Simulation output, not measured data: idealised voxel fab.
The following process module bears the name voxel capacitor over wiring.
For reference, the cross-section in this document is cut, with width 225 nm and square cells of 5 nm.
Cross-section = grid of square cells, listed top down in bands; band = one or more rows.
Heights first: top, then bottom, in nm. Then materials, left to right, each with a width in nm. "throughout" on a single material: fills the band edge to edge. "blank": empty space.
Height reference: 0 = level under which incoming wafer is all one material. Lowest band: no bottom, runs on downward, e.g. "top 0, no bottom".
Width spec "30->40" -> top row of cells at first value, bottom row at second value, equal per-row change in between.
"nothing changed" for a step: no cell of the cross-section changed in that step.
"Closed void register" contains a list of empty spaces, each no smaller than 8 cells and without an open way to the top, written in the form width x height at distance with the distance from the left edge and all three in nm.
Step line, after settings: the simulator's comment on this step.
overlay nm: step with mask; distance mask lay right of planned place; negative value = left of planned place.
Pairs follow: section before one process step, section after it down to the lowest changed band, step with settings underneath. Pairs may come from different runs of this module on the same starting wafer; continuity with the pair above only as stated in the "Before processing step" entry.
Before processing step:
> top 0, no bottom = Si throughout
> Closed void register: none
Section After Processing:
> top 10, bottom 0 = SiO2 throughout
> At heights below 0, the structure remains unaltered.
> Closed void register: none
So what happens between those two cross-sections up there? CONFORMAL_DEP,material SiO2,thk nm 10
Before processing step: Reference is made to the cross-section shown after the step in the pair directly above, which represents the state prior to this step.
Section After Processing:
> top 15, bottom 10 = SiCN throughout
> At heights below 10, the structure remains unaltered.
> Closed void register: none
So what happens between those two cross-sections up there? CONFORMAL_DEP,material SiCN,thk nm 5
Before processing step: Reference is made to the cross-section shown after the step in the pair directly above, which represents the state prior to this step.
Section After Processing:
> top 35, bottom 15 = SiO2 throughout
> At heights below 15, the structure remains unaltered.
> Closed void register: none
So what happens between those two cross-sections up there? DIRECTIONAL_DEP,material SiO2,thk nm 20
Before processing step: Reference is made to the cross-section shown after the step in the pair directly above, which represents the state prior to this step.
Section After Processing:
> top 55, bottom 35 = 45 nm resist  30 nm blank  70 nm resist  30 nm blank  50 nm resist
> At heights below 35, the structure remains unaltered.
> Closed void register: none
So what happens between those two cross-sections up there? PATTERN,tone open,mask id METAL_1,material resist,width nm 30,pitch nm 100,thk nm 20,overlay nm 0
Before processing step: Reference is made to the cross-section shown after the step in the pair directly above, which represents the state prior to this step.
Section After Processing:
> top 55, bottom 35 = 45 nm resist  30 nm blank  70 nm resist  30 nm blank  50 nm resist
> top 35, bottom 15 = 45 nm SiO2  30 nm blank  70 nm SiO2  30 nm blank  50 nm SiO2
> At heights below 15, the structure remains unaltered.
> Closed void register: none
So what happens between those two cross-sections up there? DIRECTIONAL_ETCH,etch materials SiO2,depth nm 20
Before processing step: Reference is made to the cross-section shown after the step in the pair directly above, which represents the state prior to this step.
Section After Processing:
> top 55, bottom 35 = 45 nm resist  30 nm blank  70 nm resist  30 nm blank  50 nm resist
> top 35, bottom 15 = 45 nm SiO2  30 nm blank  70 nm SiO2  30 nm blank  50 nm SiO2
> top 15, bottom 10 = 45 nm SiCN  30 nm blank  70 nm SiCN  30 nm blank  50 nm SiCN
> At heights below 10, the structure remains unaltered.
> Closed void register: none
So what happens between those two cross-sections up there? DIRECTIONAL_ETCH,etch materials SiCN,depth nm 5
Before processing step: Reference is made to the cross-section shown after the step in the pair directly above, which represents the state prior to this step.
Section After Processing:
> top 35, bottom 15 = 45 nm SiO2  30 nm blank  70 nm SiO2  30 nm blank  50 nm SiO2
> At heights below 15, the structure remains unaltered.
> Closed void register: none
So what happens between those two cross-sections up there? STRIP,etch materials resist
Before processing step: Reference is made to the cross-section shown after the step in the pair directly above, which represents the state prior to this step.
Section After Processing:
> top 40, bottom 35 = 50 nm TiN  20 nm blank  80 nm TiN  20 nm blank  55 nm TiN
> top 35, bottom 15 = 45 nm SiO2  5 nm TiN  20 nm blank  5 nm TiN  70 nm SiO2  5 nm TiN  20 nm blank  5 nm TiN  50 nm SiO2
> top 15, bottom 10 = 45 nm SiCN  30 nm TiN  70 nm SiCN  30 nm TiN  50 nm SiCN
> At heights below 10, the structure remains unaltered.
> Closed void register: none
So what happens between those two cross-sections up there? CONFORMAL_DEP,material TiN,thk nm 5
Before processing step: Reference is made to the cross-section shown after the step in the pair directly above, which represents the state prior to this step.
Section After Processing:
> top 50, bottom 40 = Cu throughout
> top 40, bottom 35 = 50 nm TiN  20 nm Cu  80 nm TiN  20 nm Cu  55 nm TiN
> top 35, bottom 15 = 45 nm SiO2  5 nm TiN  20 nm Cu  5 nm TiN  70 nm SiO2  5 nm TiN  20 nm Cu  5 nm TiN  50 nm SiO2
> At heights below 15, the structure remains unaltered.
> Closed void register: none
So what happens between those two cross-sections up there? FILL_DEP,material Cu,thk nm 10
Before processing step: Reference is made to the cross-section shown after the step in the pair directly above, which represents the state prior to this step.
Section After Processing:
> top 35, bottom 15 = 45 nm SiO2  5 nm TiN  20 nm Cu  5 nm TiN  70 nm SiO2  5 nm TiN  20 nm Cu  5 nm TiN  50 nm SiO2
> At heights below 15, the structure remains unaltered.
> Closed void register: none
So what happens between those two cross-sections up there? CMP,height nm 35
Before processing step: Reference is made to the cross-section shown after the step in the pair directly above, which represents the state prior to this step.
Section After Processing:
> top 40, bottom 35 = 40 nm blank  40 nm Ru  60 nm blank  40 nm Ru  45 nm blank
> At heights below 35, the structure remains unaltered.
> Closed void register: none
So what happens between those two cross-sections up there? EPI,material Ru,thk nm 5
Before processing step: Reference is made to the cross-section shown after the step in the pair directly above, which represents the state prior to this step.
Section After Processing:
> top 45, bottom 40 = SiCN throughout
> top 40, bottom 35 = 40 nm SiCN  40 nm Ru  60 nm SiCN  40 nm Ru  45 nm SiCN
> At heights below 35, the structure remains unaltered.
> Closed void register: none
So what happens between those two cross-sections up there? FILL_DEP,material SiCN,thk nm 5
Before processing step: Reference is made to the cross-section shown after the step in the pair directly above, which represents the state prior to this step.
Section After Processing:
> top 65, bottom 45 = lowk throughout
> At heights below 45, the structure remains unaltered.
> Closed void register: none
So what happens between those two cross-sections up there? DIRECTIONAL_DEP,material lowk,thk nm 20
Before processing step: Reference is made to the cross-section shown after the step in the pair directly above, which represents the state prior to this step.
Section After Processing:
> top 85, bottom 65 = 60 nm resist  15 nm blank  150 nm resist
> At heights below 65, the structure remains unaltered.
> Closed void register: none
So what happens between those two cross-sections up there? PATTERN,tone open,mask id PLUG_1,material resist,width nm 15,thk nm 20,overlay nm 0
Before processing step: Reference is made to the cross-section shown after the step in the pair directly above, which represents the state prior to this step.
Section After Processing:
> top 85, bottom 65 = 60 nm resist  15 nm blank  150 nm resist
> top 65, bottom 45 = 60 nm lowk  15 nm blank  150 nm lowk
> At heights below 45, the structure remains unaltered.
> Closed void register: none
So what happens between those two cross-sections up there? DIRECTIONAL_ETCH,etch materials lowk,depth nm 20
Before processing step: Reference is made to the cross-section shown after the step in the pair directly above, which represents the state prior to this step.
Section After Processing:
> top 85, bottom 65 = 60 nm resist  15 nm blank  150 nm resist
> top 65, bottom 45 = 60 nm lowk  15 nm blank  150 nm lowk
> top 45, bottom 40 = 60 nm SiCN  15 nm blank  150 nm SiCN
> At heights below 40, the structure remains unaltered.
> Closed void register: none
So what happens between those two cross-sections up there? DIRECTIONAL_ETCH,etch materials SiCN,depth nm 5
Before processing step: Reference is made to the cross-section shown after the step in the pair directly above, which represents the state prior to this step.
Section After Processing:
> top 65, bottom 45 = 60 nm lowk  15 nm blank  150 nm lowk
> At heights below 45, the structure remains unaltered.
> Closed void register: none
So what happens between those two cross-sections up there? STRIP,etch materials resist
Before processing step: Reference is made to the cross-section shown after the step in the pair directly above, which represents the state prior to this step.
Section After Processing:
> top 70, bottom 65 = 65 nm TiN  5 nm blank  155 nm TiN
> top 65, bottom 45 = 60 nm lowk  5 nm TiN  5 nm blank  5 nm TiN  150 nm lowk
> top 45, bottom 40 = 60 nm SiCN  15 nm TiN  150 nm SiCN
> At heights below 40, the structure remains unaltered.
> Closed void register: none
So what happens between those two cross-sections up there? CONFORMAL_DEP,material TiN,thk nm 5
Before processing step: Reference is made to the cross-section shown after the step in the pair directly above, which represents the state prior to this step.
Section After Processing:
> top 80, bottom 70 = W throughout
> top 70, bottom 65 = 65 nm TiN  5 nm W  155 nm TiN
> top 65, bottom 45 = 60 nm lowk  5 nm TiN  5 nm W  5 nm TiN  150 nm lowk
> At heights below 45, the structure remains unaltered.
> Closed void register: none
So what happens between those two cross-sections up there? FILL_DEP,material W,thk nm 10
Before processing step: Reference is made to the cross-section shown after the step in the pair directly above, which represents the state prior to this step.
Section After Processing:
> top 65, bottom 45 = 60 nm lowk  5 nm TiN  5 nm W  5 nm TiN  150 nm lowk
> At heights below 45, the structure remains unaltered.
> Closed void register: none
So what happens between those two cross-sections up there? CMP,height nm 65
Before processing step: Reference is made to the cross-section shown after the step in the pair directly above, which represents the state prior to this step.
Section After Processing:
> top 75, bottom 65 = TiN throughout
> At heights below 65, the structure remains unaltered.
> Closed void register: none
So what happens between those two cross-sections up there? DIRECTIONAL_DEP,material TiN,thk nm 10
Before processing step: Reference is made to the cross-section shown after the step in the pair directly above, which represents the state prior to this step.
Section After Processing:
> top 80, bottom 75 = Al2O3 throughout
> At heights below 75, the structure remains unaltered.
> Closed void register: none
So what happens between those two cross-sections up there? DIRECTIONAL_DEP,material Al2O3,thk nm 5
Before processing step: Reference is made to the cross-section shown after the step in the pair directly above, which represents the state prior to this step.
Section After Processing:
> top 85, bottom 80 = TiN throughout
> At heights below 80, the structure remains unaltered.
> Closed void register: none
So what happens between those two cross-sections up there? DIRECTIONAL_DEP,material TiN,thk nm 5
Before processing step: Reference is made to the cross-section shown after the step in the pair directly above, which represents the state prior to this step.
Section After Processing:
> top 85, bottom 80 = 60 nm blank  75 nm TiN  90 nm blank
> At heights below 80, the structure remains unaltered.
> Closed void register: none
So what happens between those two cross-sections up there? MASKED_ETCH,tone cover,mask id UPPER_PLATE,width nm 75,etch materials TiN,depth nm 5,overlay nm 0
Before processing step: Reference is made to the cross-section shown after the step in the pair directly above, which represents the state prior to this step.
Section After Processing:
> top 85, bottom 80 = 60 nm blank  75 nm TiN  90 nm blank
> top 80, bottom 75 = 60 nm blank  75 nm Al2O3  90 nm blank
> At heights below 75, the structure remains unaltered.
> Closed void register: none
So what happens between those two cross-sections up there? MASKED_ETCH,tone cover,mask id UPPER_PLATE,width nm 75,etch materials Al2O3,depth nm 5,overlay nm 0
Before processing step: Reference is made to the cross-section shown after the step in the pair directly above, which represents the state prior to this step.
Section After Processing:
> top 100, bottom 85 = 55 nm blank  85 nm resist  85 nm blank
> top 85, bottom 80 = 55 nm blank  5 nm resist  75 nm TiN  5 nm resist  85 nm blank
> top 80, bottom 75 = 55 nm blank  5 nm resist  75 nm Al2O3  5 nm resist  85 nm blank
> At heights below 75, the structure remains unaltered.
> Closed void register: none
So what happens between those two cross-sections up there? PATTERN,tone cover,mask id LOWER_PLATE,material resist,width nm 85,thk nm 15,overlay nm 0
Before processing step: Reference is made to the cross-section shown after the step in the pair directly above, which represents the state prior to this step.
Section After Processing:
> top 100, bottom 85 = 55 nm blank  85 nm resist  85 nm blank
> top 85, bottom 80 = 55 nm blank  5 nm resist  75 nm TiN  5 nm resist  85 nm blank
> top 80, bottom 75 = 55 nm blank  5 nm resist  75 nm Al2O3  5 nm resist  85 nm blank
> top 75, bottom 65 = 55 nm blank  85 nm TiN  85 nm blank
> At heights below 65, the structure remains unaltered.
> Closed void register: none
So what happens between those two cross-sections up there? DIRECTIONAL_ETCH,etch materials TiN,depth nm 10
Before processing step: Reference is made to the cross-section shown after the step in the pair directly above, which represents the state prior to this step.
Section After Processing:
> top 85, bottom 80 = 60 nm blank  75 nm TiN  90 nm blank
> top 80, bottom 75 = 60 nm blank  75 nm Al2O3  90 nm blank
> At heights below 75, the structure remains unaltered.
> Closed void register: none
So what happens between those two cross-sections up there? STRIP,etch materials resist
Before processing step: Reference is made to the cross-section shown after the step in the pair directly above, which represents the state prior to this step.
Section After Processing:
> top 105, bottom 85 = SiO2 throughout
> top 85, bottom 80 = 60 nm SiO2  75 nm TiN  90 nm SiO2
> top 80, bottom 75 = 60 nm SiO2  75 nm Al2O3  90 nm SiO2
> top 75, bottom 65 = 55 nm SiO2  85 nm TiN  85 nm SiO2
> At heights below 65, the structure remains unaltered.
> Closed void register: none
So what happens between those two cross-sections up there? FILL_DEP,material SiO2,thk nm 20
Before processing step: Reference is made to the cross-section shown after the step in the pair directly above, which represents the state prior to this step.
Section After Processing:
> top 100, bottom 85 = SiO2 throughout
> At heights below 85, the structure remains unaltered.
> Closed void register: none
So what happens between those two cross-sections up there? CMP,height nm 100
Before processing step: Reference is made to the cross-section shown after the step in the pair directly above, which represents the state prior to this step.
Section After Processing:
> top 115, bottom 100 = 70 nm resist  15 nm blank  140 nm resist
> At heights below 100, the structure remains unaltered.
> Closed void register: none
So what happens between those two cross-sections up there? PATTERN,tone open,mask id PLUG_2,material resist,width nm 15,thk nm 15,overlay nm 0
Before processing step: Reference is made to the cross-section shown after the step in the pair directly above, which represents the state prior to this step.
Section After Processing:
> top 115, bottom 100 = 70 nm resist  15 nm blank  140 nm resist
> top 100, bottom 85 = 70 nm SiO2  15 nm blank  140 nm SiO2
> At heights below 85, the structure remains unaltered.
> Closed void register: none
So what happens between those two cross-sections up there? DIRECTIONAL_ETCH,etch materials SiO2,depth nm 15
Before processing step: Reference is made to the cross-section shown after the step in the pair directly above, which represents the state prior to this step.
Section After Processing:
> top 100, bottom 85 = 70 nm SiO2  15 nm blank  140 nm SiO2
> At heights below 85, the structure remains unaltered.
> Closed void register: none
So what happens between those two cross-sections up there? STRIP,etch materials resist
Before processing step: Reference is made to the cross-section shown after the step in the pair directly above, which represents the state prior to this step.
Section After Processing:
> top 105, bottom 100 = 75 nm TiN  5 nm blank  145 nm TiN
> top 100, bottom 90 = 70 nm SiO2  5 nm TiN  5 nm blank  5 nm TiN  140 nm SiO2
> top 90, bottom 80 = 70->60 nm SiO2  15->75 nm TiN  140->90 nm SiO2
> At heights below 80, the structure remains unaltered.
> Closed void register: none
So what happens between those two cross-sections up there? CONFORMAL_DEP,material TiN,thk nm 5
Before processing step: Reference is made to the cross-section shown after the step in the pair directly above, which represents the state prior to this step.
Section After Processing:
> top 115, bottom 105 = W throughout
> top 105, bottom 100 = 75 nm TiN  5 nm W  145 nm TiN
> top 100, bottom 90 = 70 nm SiO2  5 nm TiN  5 nm W  5 nm TiN  140 nm SiO2
> At heights below 90, the structure remains unaltered.
> Closed void register: none
So what happens between those two cross-sections up there? FILL_DEP,material W,thk nm 10
Before processing step: Reference is made to the cross-section shown after the step in the pair directly above, which represents the state prior to this step.
Section After Processing:
> top 100, bottom 90 = 70 nm SiO2  5 nm TiN  5 nm W  5 nm TiN  140 nm SiO2
> At heights below 90, the structure remains unaltered.
> Closed void register: none
So what happens between those two cross-sections up there? CMP,height nm 100
Before processing step: Reference is made to the cross-section shown after the step in the pair directly above, which represents the state prior to this step.
Section After Processing:
> top 105, bottom 100 = SiN throughout
> At heights below 100, the structure remains unaltered.
> Closed void register: none
So what happens between those two cross-sections up there? CONFORMAL_DEP,material SiN,thk nm 5
Before processing step:
> top 115, bottom 105 = W throughout
> top 105, bottom 100 = 75 nm TiN  5 nm W  145 nm TiN
> top 100, bottom 90 = 70 nm SiO2  5 nm TiN  5 nm W  5 nm TiN  140 nm SiO2
> top 90, bottom 80 = 70->60 nm SiO2  15->75 nm TiN  140->90 nm SiO2
> top 80, bottom 75 = 60 nm SiO2  75 nm Al2O3  90 nm SiO2
> top 75, bottom 65 = 55 nm SiO2  85 nm TiN  85 nm SiO2
> top 65, bottom 45 = 60 nm lowk  5 nm TiN  5 nm W  5 nm TiN  150 nm lowk
> top 45, bottom 40 = 60 nm SiCN  15 nm TiN  150 nm SiCN
> top 40, bottom 35 = 40 nm SiCN  40 nm Ru  60 nm SiCN  40 nm Ru  45 nm SiCN
> top 35, bottom 15 = 45 nm SiO2  5 nm TiN  20 nm Cu  5 nm TiN  70 nm SiO2  5 nm TiN  20 nm Cu  5 nm TiN  50 nm SiO2
> top 15, bottom 10 = 45 nm SiCN  30 nm TiN  70 nm SiCN  30 nm TiN  50 nm SiCN
> top 10, bottom 0 = SiO2 throughout
> top 0, no bottom = Si throughout
> Closed void register: none
Section After Processing:
> top 120, bottom 115 = SiN throughout
> At heights below 115, the structure remains unaltered.
> Closed void register: none
So what happens between those two cross-sections up there? CONFORMAL_DEP,material SiN,thk nm 5
Before processing step:
> top 50, bottom 40 = Cu throughout
> top 40, bottom 35 = 50 nm TiN  20 nm Cu  80 nm TiN  20 nm Cu  55 nm TiN
> top 35, bottom 15 = 45 nm SiO2  5 nm TiN  20 nm Cu  5 nm TiN  70 nm SiO2  5 nm TiN  20 nm Cu  5 nm TiN  50 nm SiO2
> top 15, bottom 10 = 45 nm SiCN  30 nm TiN  70 nm SiCN  30 nm TiN  50 nm SiCN
> top 10, bottom 0 = SiO2 throughout
> top 0, no bottom = Si throughout
> Closed void register: none
Section After Processing:
> top 60, bottom 40 = Cu throughout
> At heights below 40, the structure remains unaltered.
> Closed void register: none
So what happens between those two cross-sections up there? FILL_DEP,material Cu,thk nm 10
Before processing step: Reference is made to the cross-section shown after the step in the pair directly above, which represents the state prior to this step.
Section After Processing:
> top 35, bottom 15 = 45 nm SiO2  5 nm TiN  20 nm Cu  5 nm TiN  70 nm SiO2  5 nm TiN  20 nm Cu  5 nm TiN  50 nm SiO2
> At heights below 15, the structure remains unaltered.
> Closed void register: none
So what happens between those two cross-sections up there? CMP,height nm 35
Before processing step:
> top 10, bottom 0 = SiO2 throughout
> top 0, no bottom = Si throughout
> Closed void register: none
Section After Processing:
> top 30, bottom 0 = SiO2 throughout
> At heights below 0, the structure remains unaltered.
> Closed void register: none
So what happens between those two cross-sections up there? DIRECTIONAL_DEP,material SiO2,thk nm 20
Before processing step: Reference is made to the cross-section shown after the step in the pair directly above, which represents the state prior to this step.
Section After Processing:
> top 35, bottom 30 = SiCN throughout
> At heights below 30, the structure remains unaltered.
> Closed void register: none
So what happens between those two cross-sections up there? CONFORMAL_DEP,material SiCN,thk nm 5
Before processing step: Reference is made to the cross-section shown after the step in the pair directly above, which represents the state prior to this step.
Section After Processing:
> top 55, bottom 35 = 45 nm resist  30 nm blank  70 nm resist  30 nm blank  50 nm resist
> At heights below 35, the structure remains unaltered.
> Closed void register: none
So what happens between those two cross-sections up there? PATTERN,tone open,mask id METAL_1,material resist,width nm 30,pitch nm 100,thk nm 20,overlay nm 0
Before processing step: Reference is made to the cross-section shown after the step in the pair directly above, which represents the state prior to this step.
Section After Processing:
> top 55, bottom 35 = 45 nm resist  30 nm blank  70 nm resist  30 nm blank  50 nm resist
> top 35, bottom 30 = 45 nm SiCN  30 nm blank  70 nm SiCN  30 nm blank  50 nm SiCN
> At heights below 30, the structure remains unaltered.
> Closed void register: none
So what happens between those two cross-sections up there? DIRECTIONAL_ETCH,etch materials SiCN,depth nm 5
Before processing step: Reference is made to the cross-section shown after the step in the pair directly above, which represents the state prior to this step.
Section After Processing:
> top 35, bottom 30 = 45 nm SiCN  30 nm blank  70 nm SiCN  30 nm blank  50 nm SiCN
> At heights below 30, the structure remains unaltered.
> Closed void register: none
So what happens between those two cross-sections up there? STRIP,etch materials resist
Before processing step: Reference is made to the cross-section shown after the step in the pair directly above, which represents the state prior to this step.
Section After Processing:
> top 40, bottom 35 = 50 nm TiN  20 nm blank  80 nm TiN  20 nm blank  55 nm TiN
> top 35, bottom 30 = 45 nm SiCN  30 nm TiN  70 nm SiCN  30 nm TiN  50 nm SiCN
> At heights below 30, the structure remains unaltered.
> Closed void register: none
So what happens between those two cross-sections up there? CONFORMAL_DEP,material TiN,thk nm 5
Before processing step: Reference is made to the cross-section shown after the step in the pair directly above, which represents the state prior to this step.
Section After Processing:
> top 50, bottom 40 = Cu throughout
> top 40, bottom 35 = 50 nm TiN  20 nm Cu  80 nm TiN  20 nm Cu  55 nm TiN
> At heights below 35, the structure remains unaltered.
> Closed void register: none
So what happens between those two cross-sections up there? FILL_DEP,material Cu,thk nm 10
Before processing step: Reference is made to the cross-section shown after the step in the pair directly above, which represents the state prior to this step.
Section After Processing:
> top 35, bottom 30 = 45 nm SiCN  30 nm TiN  70 nm SiCN  30 nm TiN  50 nm SiCN
> At heights below 30, the structure remains unaltered.
> Closed void register: none
So what happens between those two cross-sections up there? CMP,height nm 35
Before processing step: Reference is made to the cross-section shown after the step in the pair directly above, which represents the state prior to this step.
Section After Processing:
> top 40, bottom 35 = 40 nm blank  40 nm Ru  60 nm blank  40 nm Ru  45 nm blank
> At heights below 35, the structure remains unaltered.
> Closed void register: none
So what happens between those two cross-sections up there? EPI,material Ru,thk nm 5
Before processing step: Reference is made to the cross-section shown after the step in the pair directly above, which represents the state prior to this step.
Section After Processing:
> top 45, bottom 40 = SiCN throughout
> top 40, bottom 35 = 40 nm SiCN  40 nm Ru  60 nm SiCN  40 nm Ru  45 nm SiCN
> At heights below 35, the structure remains unaltered.
> Closed void register: none
So what happens between those two cross-sections up there? FILL_DEP,material SiCN,thk nm 5
Before processing step: Reference is made to the cross-section shown after the step in the pair directly above, which represents the state prior to this step.
Section After Processing:
> top 65, bottom 45 = lowk throughout
> At heights below 45, the structure remains unaltered.
> Closed void register: none
So what happens between those two cross-sections up there? DIRECTIONAL_DEP,material lowk,thk nm 20
Before processing step: Reference is made to the cross-section shown after the step in the pair directly above, which represents the state prior to this step.
Section After Processing:
> top 85, bottom 65 = 60 nm resist  15 nm blank  150 nm resist
> At heights below 65, the structure remains unaltered.
> Closed void register: none
So what happens between those two cross-sections up there? PATTERN,tone open,mask id PLUG_1,material resist,width nm 15,thk nm 20,overlay nm 0
Before processing step: Reference is made to the cross-section shown after the step in the pair directly above, which represents the state prior to this step.
Section After Processing:
> top 85, bottom 65 = 60 nm resist  15 nm blank  150 nm resist
> top 65, bottom 45 = 60 nm lowk  15 nm blank  150 nm lowk
> At heights below 45, the structure remains unaltered.
> Closed void register: none
So what happens between those two cross-sections up there? DIRECTIONAL_ETCH,etch materials lowk,depth nm 20
Before processing step: Reference is made to the cross-section shown after the step in the pair directly above, which represents the state prior to this step.
Section After Processing:
> top 85, bottom 65 = 60 nm resist  15 nm blank  150 nm resist
> top 65, bottom 45 = 60 nm lowk  15 nm blank  150 nm lowk
> top 45, bottom 40 = 60 nm SiCN  15 nm blank  150 nm SiCN
> At heights below 40, the structure remains unaltered.
> Closed void register: none
So what happens between those two cross-sections up there? DIRECTIONAL_ETCH,etch materials SiCN,depth nm 5
Before processing step: Reference is made to the cross-section shown after the step in the pair directly above, which represents the state prior to this step.
Section After Processing:
> top 65, bottom 45 = 60 nm lowk  15 nm blank  150 nm lowk
> At heights below 45, the structure remains unaltered.
> Closed void register: none
So what happens between those two cross-sections up there? STRIP,etch materials resist
Before processing step: Reference is made to the cross-section shown after the step in the pair directly above, which represents the state prior to this step.
Section After Processing:
> top 70, bottom 65 = 65 nm TiN  5 nm blank  155 nm TiN
> top 65, bottom 45 = 60 nm lowk  5 nm TiN  5 nm blank  5 nm TiN  150 nm lowk
> top 45, bottom 40 = 60 nm SiCN  15 nm TiN  150 nm SiCN
> At heights below 40, the structure remains unaltered.
> Closed void register: none
So what happens between those two cross-sections up there? CONFORMAL_DEP,material TiN,thk nm 5
Before processing step: Reference is made to the cross-section shown after the step in the pair directly above, which represents the state prior to this step.
Section After Processing:
> top 80, bottom 70 = W throughout
> top 70, bottom 65 = 65 nm TiN  5 nm W  155 nm TiN
> top 65, bottom 45 = 60 nm lowk  5 nm TiN  5 nm W  5 nm TiN  150 nm lowk
> At heights below 45, the structure remains unaltered.
> Closed void register: none
So what happens between those two cross-sections up there? FILL_DEP,material W,thk nm 10
Before processing step: Reference is made to the cross-section shown after the step in the pair directly above, which represents the state prior to this step.
Section After Processing:
> top 65, bottom 45 = 60 nm lowk  5 nm TiN  5 nm W  5 nm TiN  150 nm lowk
> At heights below 45, the structure remains unaltered.
> Closed void register: none
So what happens between those two cross-sections up there? CMP,height nm 65
Before processing step: Reference is made to the cross-section shown after the step in the pair directly above, which represents the state prior to this step.
Section After Processing:
> top 75, bottom 65 = TiN throughout
> At heights below 65, the structure remains unaltered.
> Closed void register: none
So what happens between those two cross-sections up there? DIRECTIONAL_DEP,material TiN,thk nm 10
Before processing step: Reference is made to the cross-section shown after the step in the pair directly above, which represents the state prior to this step.
Section After Processing:
> top 80, bottom 75 = Al2O3 throughout
> At heights below 75, the structure remains unaltered.
> Closed void register: none
So what happens between those two cross-sections up there? DIRECTIONAL_DEP,material Al2O3,thk nm 5
Before processing step: Reference is made to the cross-section shown after the step in the pair directly above, which represents the state prior to this step.
Section After Processing:
> top 85, bottom 80 = TiN throughout
> At heights below 80, the structure remains unaltered.
> Closed void register: none
So what happens between those two cross-sections up there? DIRECTIONAL_DEP,material TiN,thk nm 5
Before processing step: Reference is made to the cross-section shown after the step in the pair directly above, which represents the state prior to this step.
Section After Processing:
> top 85, bottom 80 = 60 nm blank  75 nm TiN  90 nm blank
> At heights below 80, the structure remains unaltered.
> Closed void register: none
So what happens between those two cross-sections up there? MASKED_ETCH,tone cover,mask id UPPER_PLATE,width nm 75,etch materials TiN,depth nm 5,overlay nm 0
Before processing step: Reference is made to the cross-section shown after the step in the pair directly above, which represents the state prior to this step.
Section After Processing:
> top 85, bottom 80 = 60 nm blank  75 nm TiN  90 nm blank
> top 80, bottom 75 = 60 nm blank  75 nm Al2O3  90 nm blank
> At heights below 75, the structure remains unaltered.
> Closed void register: none
So what happens between those two cross-sections up there? MASKED_ETCH,tone cover,mask id UPPER_PLATE,width nm 75,etch materials Al2O3,depth nm 5,overlay nm 0
Before processing step: Reference is made to the cross-section shown after the step in the pair directly above, which represents the state prior to this step.
Section After Processing:
> top 100, bottom 85 = 55 nm blank  85 nm resist  85 nm blank
> top 85, bottom 80 = 55 nm blank  5 nm resist  75 nm TiN  5 nm resist  85 nm blank
> top 80, bottom 75 = 55 nm blank  5 nm resist  75 nm Al2O3  5 nm resist  85 nm blank
> At heights below 75, the structure remains unaltered.
> Closed void register: none
So what happens between those two cross-sections up there? PATTERN,tone cover,mask id LOWER_PLATE,material resist,width nm 85,thk nm 15,overlay nm 0
Before processing step: Reference is made to the cross-section shown after the step in the pair directly above, which represents the state prior to this step.
Section After Processing:
> top 100, bottom 85 = 55 nm blank  85 nm resist  85 nm blank
> top 85, bottom 80 = 55 nm blank  5 nm resist  75 nm TiN  5 nm resist  85 nm blank
> top 80, bottom 75 = 55 nm blank  5 nm resist  75 nm Al2O3  5 nm resist  85 nm blank
> top 75, bottom 65 = 55 nm blank  85 nm TiN  85 nm blank
> At heights below 65, the structure remains unaltered.
> Closed void register: none
So what happens between those two cross-sections up there? DIRECTIONAL_ETCH,etch materials TiN,depth nm 10
Before processing step: Reference is made to the cross-section shown after the step in the pair directly above, which represents the state prior to this step.
Section After Processing:
> top 85, bottom 80 = 60 nm blank  75 nm TiN  90 nm blank
> top 80, bottom 75 = 60 nm blank  75 nm Al2O3  90 nm blank
> At heights below 75, the structure remains unaltered.
> Closed void register: none
So what happens between those two cross-sections up there? STRIP,etch materials resist
Before processing step: Reference is made to the cross-section shown after the step in the pair directly above, which represents the state prior to this step.
Section After Processing:
> top 105, bottom 85 = SiO2 throughout
> top 85, bottom 80 = 60 nm SiO2  75 nm TiN  90 nm SiO2
> top 80, bottom 75 = 60 nm SiO2  75 nm Al2O3  90 nm SiO2
> top 75, bottom 65 = 55 nm SiO2  85 nm TiN  85 nm SiO2
> At heights below 65, the structure remains unaltered.
> Closed void register: none
So what happens between those two cross-sections up there? FILL_DEP,material SiO2,thk nm 20
Before processing step: Reference is made to the cross-section shown after the step in the pair directly above, which represents the state prior to this step.
Section After Processing:
> top 100, bottom 85 = SiO2 throughout
> At heights below 85, the structure remains unaltered.
> Closed void register: none
So what happens between those two cross-sections up there? CMP,height nm 100
Before processing step: Reference is made to the cross-section shown after the step in the pair directly above, which represents the state prior to this step.
Section After Processing:
> top 115, bottom 100 = 70 nm resist  15 nm blank  140 nm resist
> At heights below 100, the structure remains unaltered.
> Closed void register: none
So what happens between those two cross-sections up there? PATTERN,tone open,mask id PLUG_2,material resist,width nm 15,thk nm 15,overlay nm 0
Before processing step: Reference is made to the cross-section shown after the step in the pair directly above, which represents the state prior to this step.
Section After Processing:
> top 115, bottom 100 = 70 nm resist  15 nm blank  140 nm resist
> top 100, bottom 85 = 70 nm SiO2  15 nm blank  140 nm SiO2
> At heights below 85, the structure remains unaltered.
> Closed void register: none
So what happens between those two cross-sections up there? DIRECTIONAL_ETCH,etch materials SiO2,depth nm 15
Before processing step: Reference is made to the cross-section shown after the step in the pair directly above, which represents the state prior to this step.
Section After Processing:
> top 100, bottom 85 = 70 nm SiO2  15 nm blank  140 nm SiO2
> At heights below 85, the structure remains unaltered.
> Closed void register: none
So what happens between those two cross-sections up there? STRIP,etch materials resist
Before processing step: Reference is made to the cross-section shown after the step in the pair directly above, which represents the state prior to this step.
Section After Processing:
> top 105, bottom 100 = 75 nm TiN  5 nm blank  145 nm TiN
> top 100, bottom 90 = 70 nm SiO2  5 nm TiN  5 nm blank  5 nm TiN  140 nm SiO2
> top 90, bottom 80 = 70->60 nm SiO2  15->75 nm TiN  140->90 nm SiO2
> At heights below 80, the structure remains unaltered.
> Closed void register: none
So what happens between those two cross-sections up there? CONFORMAL_DEP,material TiN,thk nm 5
Before processing step: Reference is made to the cross-section shown after the step in the pair directly above, which represents the state prior to this step.
Section After Processing:
> top 115, bottom 105 = W throughout
> top 105, bottom 100 = 75 nm TiN  5 nm W  145 nm TiN
> top 100, bottom 90 = 70 nm SiO2  5 nm TiN  5 nm W  5 nm TiN  140 nm SiO2
> At heights below 90, the structure remains unaltered.
> Closed void register: none
So what happens between those two cross-sections up there? FILL_DEP,material W,thk nm 10
Before processing step: Reference is made to the cross-section shown after the step in the pair directly above, which represents the state prior to this step.
Section After Processing:
> top 100, bottom 90 = 70 nm SiO2  5 nm TiN  5 nm W  5 nm TiN  140 nm SiO2
> At heights below 90, the structure remains unaltered.
> Closed void register: none
So what happens between those two cross-sections up there? CMP,height nm 100
Before processing step: Reference is made to the cross-section shown after the step in the pair directly above, which represents the state prior to this step.
Section After Processing:
> top 105, bottom 100 = SiN throughout
> At heights below 100, the structure remains unaltered.
> Closed void register: none
So what happens between those two cross-sections up there? CONFORMAL_DEP,material SiN,thk nm 5
